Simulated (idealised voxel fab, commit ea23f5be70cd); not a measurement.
process module | voxel local oxidation
cross-section cut | 150 nm wide | cells 5 nm
A cross-section is a grid of square cells, given in bands from the top down. A band is one or more rows of cells.
Each band's line starts with the height of the band's top and of its bottom, in nm. Then come its materials from left to right, each with its width in nm. One material with "throughout" fills the band from edge to edge. "air" is empty space.
Height 0 is the level under which the wafer as received is all one material. The lowest band goes on downwards, as in "0 down".
A width such as "30 to 40" changes by the same amount from each row of cells to the next, from the band's top row to its bottom row.
"no change" after a step means that no cell of the cross-section changed.
closed voids: empty space of 8 cells or more with no open way to the top, each as width x height at its distance from the left edge, in nm
after a step's settings: what the simulator itself notes on the step
overlay nm, on a step with a mask: how far to the right of its planned place the mask lay; to the left if negative
plan
1 op RECEIVE | material Si
2 op OXIDIZE | depth nm 5
3 op CONFORMAL_DEP | material SiN | thk nm 15
4 op DIRECTIONAL_DEP | material aC | thk nm 15
5 op PATTERN | tone cover | mask id ACTIVE | material resist | width nm 85 | thk nm 30 | overlay nm 0
6 op DIRECTIONAL_ETCH | etch materials aC | depth nm 15
7 op STRIP | etch materials resist
8 op DIRECTIONAL_ETCH | etch materials SiN | depth nm 15
9 op STRIP | etch materials aC
10 op SELECTIVE_ETCH | etch materials SiO2 | depth nm 5
11 op OXIDIZE | depth nm 15
12 op STRIP | etch materials SiN
varied across the wafers: width nm of step 5. The plan shows the first wafer's value. All wafers start alike
first wafer as received, after step 1
  0 down: Si throughout
  closed voids: none
each wafer at the end: cells of each material gained (+) or lost (-) since it was received, then its closed voids
width nm 85 | -93 Si | +78 SiO2 | closed voids: none
width nm 90 | -90 Si | +76 SiO2 | closed voids: none
width nm 95 | -87 Si | +74 SiO2 | closed voids: none
width nm 100 | -84 Si | +72 SiO2 | closed voids: none
width nm 105 | -81 Si | +70 SiO2 | closed voids: none
width nm 110 | -78 Si | +68 SiO2 | closed voids: none
